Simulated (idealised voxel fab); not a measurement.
process module | voxel capacitor over wiring
cross-section cut | 155 nm wide | cells 5 nm
A cross-section is a grid of square cells, given in bands from the top down. A band is one or more rows of cells.
Each band's line starts with the height of the band's top and of its bottom, in nm. Then come its materials from left to right, each with its width in nm. One material with "throughout" fills the band from edge to edge. "air" is empty space.
Height 0 is the level under which the wafer as received is all one material. The lowest band goes on downwards, as in "0 down".
A width such as "30 to 40" changes by the same amount from each row of cells to the next, from the band's top row to its bottom row.
"no change" after a step means that no cell of the cross-section changed.
closed voids: empty space of 8 cells or more with no open way to the top, each as width x height at its distance from the left edge, in nm
after a step's settings: what the simulator itself notes on the step
overlay nm, on a step with a mask: how far to the right of its planned place the mask lay; to the left if negative
plan
1 op RECEIVE | material Si
2 op CONFORMAL_DEP | material SiO2 | thk nm 15
3 op CONFORMAL_DEP | material SiCN | thk nm 5
4 op DIRECTIONAL_DEP | material lowk | thk nm 25
5 op DIRECTIONAL_DEP | material aC | thk nm 10
6 op PATTERN | tone open | mask id METAL_1 | material resist | width nm 20 | pitch nm 85 | thk nm 30 | overlay nm 0
7 op DIRECTIONAL_ETCH | etch materials aC | depth nm 10
8 op STRIP | etch materials resist
9 op DIRECTIONAL_ETCH | etch materials lowk | depth nm 25
10 op DIRECTIONAL_ETCH | etch materials SiCN | depth nm 5
11 op STRIP | etch materials aC
12 op CONFORMAL_DEP | material TiN | thk nm 5
13 op FILL_DEP | material Cu | thk nm 5
14 op CMP | height nm 45
15 op CONFORMAL_DEP | material SiCN | thk nm 5
16 op DIRECTIONAL_DEP | material lowk | thk nm 15
17 op DIRECTIONAL_DEP | material aC | thk nm 10
18 op PATTERN | tone open | mask id PLUG_1 | material resist | width nm 15 | thk nm 25 | overlay nm 0
19 op DIRECTIONAL_ETCH | etch materials aC | depth nm 10
20 op STRIP | etch materials resist
21 op DIRECTIONAL_ETCH | etch materials lowk | depth nm 15
22 op DIRECTIONAL_ETCH | etch materials SiCN | depth nm 5
23 op STRIP | etch materials aC
24 op EPI | material Ru | thk nm 10
25 op EPI | material Ru | thk nm 10
26 op DIRECTIONAL_DEP | material TiN | thk nm 5
27 op DIRECTIONAL_DEP | material HfO2 | thk nm 5
28 op DIRECTIONAL_DEP | material TiN | thk nm 10
29 op MASKED_ETCH | tone cover | mask id UPPER_PLATE | width nm 70 | etch materials TiN | depth nm 10 | overlay nm 0
30 op MASKED_ETCH | tone cover | mask id UPPER_PLATE | width nm 70 | etch materials HfO2 | depth nm 5 | overlay nm 0
31 op PATTERN | tone cover | mask id LOWER_PLATE | material resist | width nm 80 | thk nm 15 | overlay nm 0
32 op DIRECTIONAL_ETCH | etch materials TiN | depth nm 5
33 op STRIP | etch materials resist
34 op FILL_DEP | material SiO2 | thk nm 15
35 op CMP | height nm 95
36 op DIRECTIONAL_DEP | material aC | thk nm 10
37 op PATTERN | tone open | mask id PLUG_2 | material resist | width nm 15 | thk nm 30 | overlay nm 0
38 op DIRECTIONAL_ETCH | etch materials aC | depth nm 10
39 op STRIP | etch materials resist
40 op DIRECTIONAL_ETCH | etch materials SiO2 | depth nm 10
41 op STRIP | etch materials aC
42 op CONFORMAL_DEP | material TiN | thk nm 5
43 op FILL_DEP | material W | thk nm 10
44 op CMP | height nm 95
45 op CONFORMAL_DEP | material SiCN | thk nm 5
as received, after step 1
  0 down: Si throughout
  closed voids: none
a wafer at the end: this start, this plan, one mistake
  100 to 95: SiCN throughout
  95 to 85: SiO2 30 | TiN 70 | SiO2 55
  85 to 80: SiO2 30 | HfO2 70 | SiO2 55
  80 to 75: SiO2 25 | TiN 80 | SiO2 50
  75 to 65: TiN throughout
  65 to 50: lowk 30 | Ru 15 | lowk 110
  50 to 45: SiCN 30 | Ru 15 | SiCN 110
  45 to 20: lowk 25 | TiN 5 | Cu 10 | TiN 5 | lowk 65 | TiN 5 | Cu 10 | TiN 5 | lowk 25
  20 to 15: SiCN 25 | TiN 20 | SiCN 65 | TiN 20 | SiCN 25
  15 to 0: SiO2 throughout
  0 down: Si throughout
  closed voids: none
what went wrong: step 26 ran as: op DIRECTIONAL_DEP | material TiN | thk nm 15
